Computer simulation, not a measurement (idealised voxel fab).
A process module follows: voxel ribs on slabs.
cross-section cut | 280 nm wide | cells 5 nm
Think of the cross-section as a grid of square cells. We describe it in bands, top to bottom, and each band covers one or more rows of those cells. A band entry consists of two parts. The first gives the height of the band's top and the height of its bottom, in nm. The rest lists the band's materials from left to right, each with its width in nm. A single material labelled with the word "edge to edge" fills the band from edge to edge, and the word "air" marks empty space. Where do heights start? At 0: under that level the wafer as delivered is made of one material only. And the lowest band has no floor; it just carries on downward, as in "top 0, no bottom". The expression "30->40" gives the width at the extremes of the band, the first number at its top row of cells and the second at its bottom row, with the width changing by equal amounts from each row to the next in between. No cell of the cross-section changed in a step that is given as "nothing altered". "Closed void list": sealed empty spaces, 8 cells or more, no open way to top, listed width x height at distance, with distance from the left edge and width, height and distance in nm. It should be noted that, on the line of a given step, the content following the step's settings is a remark produced by the simulator itself with respect to that step. overlay nm: how far to the right of its planned place the mask lay on this masked step (negative: to the left).

The following list gives the planned process steps:
1. op RECEIVE | material Si
2. op DIRECTIONAL_DEP | material SiO2 | thk nm 25
3. op DIRECTIONAL_DEP | material SiN | thk nm 25
4. op DIRECTIONAL_DEP | material aC | thk nm 15
5. op PATTERN | tone cover | mask id RIB | material resist | width nm 30 | thk nm 35 | overlay nm 0
6. op DIRECTIONAL_ETCH | etch materials aC | depth nm 15
7. op STRIP | etch materials resist
8. op DIRECTIONAL_ETCH | etch materials SiN | depth nm 10
9. op STRIP | etch materials aC
10. op DIRECTIONAL_DEP | material aC | thk nm 10
11. op PATTERN | tone cover | mask id SLAB | material resist | width nm 90 | thk nm 25 | overlay nm 0
12. op DIRECTIONAL_ETCH | etch materials aC | depth nm 10
13. op STRIP | etch materials resist
14. op DIRECTIONAL_ETCH | etch materials SiN | depth nm 15
15. op STRIP | etch materials aC
16. op FILL_DEP | material SiO2 | thk nm 25
17. op CMP | height nm 65
18. op DIRECTIONAL_DEP | material TiN | thk nm 5
19. op DIRECTIONAL_DEP | material aC | thk nm 15
20. op PATTERN | tone cover | mask id HEATER | material resist | width nm 40 | thk nm 35 | overlay nm 0
21. op DIRECTIONAL_ETCH | etch materials aC | depth nm 15
22. op STRIP | etch materials resist
23. op DIRECTIONAL_ETCH | etch materials TiN | depth nm 5
24. op STRIP | etch materials aC
25. op CONFORMAL_DEP | material SiO2 | thk nm 10

Step 1 complete: cross-section of the wafer as received:
> top 0, no bottom = Si edge to edge
> Closed void list: none

Here's the cross-section of the first of our two wafers at the end of the module - it ran as planned:
> top 80, bottom 75 = air 110 nm, SiO2 60 nm, air 110 nm
> top 75, bottom 70 = SiO2 edge to edge
> top 70, bottom 65 = SiO2 120 nm, TiN 40 nm, SiO2 120 nm
> top 65, bottom 50 = SiO2 edge to edge
> top 50, bottom 40 = SiO2 125 nm, SiN 30 nm, SiO2 125 nm
> top 40, bottom 25 = SiO2 95 nm, SiN 90 nm, SiO2 95 nm
> top 25, bottom 0 = SiO2 edge to edge
> top 0, no bottom = Si edge to edge
> Closed void list: none

This cross-section belongs to the second wafer of two at the end of the module; the start and the plan were shared with the first, and the run included one mistake:
> top 70, bottom 65 = air 120 nm, TiN 40 nm, air 120 nm
> top 65, bottom 50 = SiO2 edge to edge
> top 50, bottom 40 = SiO2 125 nm, SiN 30 nm, SiO2 125 nm
> top 40, bottom 25 = SiO2 95 nm, SiN 90 nm, SiO2 95 nm
> top 25, bottom 0 = SiO2 edge to edge
> top 0, no bottom = Si edge to edge
> Closed void list: none
Where did the run depart from the plan? step 25 was dropped from the plan's execution and never run
End of process, cell counts, second wafer against first, materials with more or fewer: -116 SiO2
